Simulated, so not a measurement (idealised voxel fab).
Module name: voxel air gaps (process module)
Cross-section cut spans 300 nm and uses square cells 5 nm in size.
A cross-section is written here as square cells arranged in a grid, and it is given in bands from the top down, each band taking up one or more rows of cells. Per band: top height and bottom height in nm, followed by the left-to-right materials and their widths in nm; "edge to edge" marks a single material spanning edge to edge, "air" marks empty space. Height is counted from the level 0, under which the received wafer is composed throughout of one material. The lowest of the bands is not closed at the bottom but continues downward, in the notation "0..down". Width spec "30..40" -> top row of cells at first value, bottom row at second value, equal per-row change in between. Key: "no modification" - step with no changed cell in the cross-section. Look at "Unvented voids" for the closed voids: empty spaces with no open path to the top, sized 8 cells or up. Each is width x height at distance, distance from the left edge, all nm. What comes after the settings on a step's line is commentary from the simulator itself on that step. Regarding "overlay nm": on a step with a mask, it is the distance the mask lay to the right of its planned place; a negative value places it to the left.

### The process steps that were planned are listed below
1,RECEIVE, material Si
2,CONFORMAL_DEP, material SiO2, thk nm 15
3,CONFORMAL_DEP, material SiCN, thk nm 5
4,DIRECTIONAL_DEP, material lowk, thk nm 30
5,PATTERN, tone open, mask id LINES, material resist, width nm 25, pitch nm 55, thk nm 20, overlay nm 0
6,DIRECTIONAL_ETCH, etch materials lowk, depth nm 30
7,STRIP, etch materials resist
8,CONFORMAL_DEP, material TiN, thk nm 5
9,FILL_DEP, material W, thk nm 5
10,CMP, height nm 50
11,EPI, material Ru, thk nm 10
12,SELECTIVE_ETCH, etch materials lowk, depth nm 40
13,CONFORMAL_DEP, material SiCN, thk nm 5

### Cross-section of the incoming wafer, state after step 1
	0..down: Si edge to edge
	Unvented voids: none

### Wafer at module end, in section. Began as above, planned as above, run with one mistake
	65..60: SiCN edge to edge
	60..50: Ru 65 nm, then SiCN 5 nm, then Ru 50 nm, then SiCN 5 nm, then Ru 50 nm, then SiCN 5 nm, then Ru 50 nm, then SiCN 5 nm, then Ru 65 nm
	50..45: W 50 nm, then TiN 5 nm, then SiCN 25 nm, then TiN 5 nm, then W 20 nm, then TiN 5 nm, then SiCN 25 nm, then TiN 5 nm, then W 20 nm, then TiN 5 nm, then SiCN 25 nm, then TiN 5 nm, then W 20 nm, then TiN 5 nm, then SiCN 25 nm, then TiN 5 nm, then W 50 nm
	45..25: W 50 nm, then TiN 5 nm, then SiCN 5 nm, then air 15 nm, then SiCN 5 nm, then TiN 5 nm, then W 20 nm, then TiN 5 nm, then SiCN 5 nm, then air 15 nm, then SiCN 5 nm, then TiN 5 nm, then W 20 nm, then TiN 5 nm, then SiCN 5 nm, then air 15 nm, then SiCN 5 nm, then TiN 5 nm, then W 20 nm, then TiN 5 nm, then SiCN 5 nm, then air 15 nm, then SiCN 5 nm, then TiN 5 nm, then W 50 nm
	25..20: TiN 55 nm, then SiCN 25 nm, then TiN 30 nm, then SiCN 25 nm, then TiN 30 nm, then SiCN 25 nm, then TiN 30 nm, then SiCN 25 nm, then TiN 55 nm
	20..15: SiCN edge to edge
	15..0: SiO2 edge to edge
	0..down: Si edge to edge
	Unvented voids: 15 x 20 at 60; 15 x 20 at 115; 15 x 20 at 170; 15 x 20 at 225
Nonconformance to the process plan: step 5 ran with different settings than intended, the actual operation and settings being PATTERN, tone cover, mask id LINES, material resist, width nm 25, pitch nm 55, thk nm 20, overlay nm 0
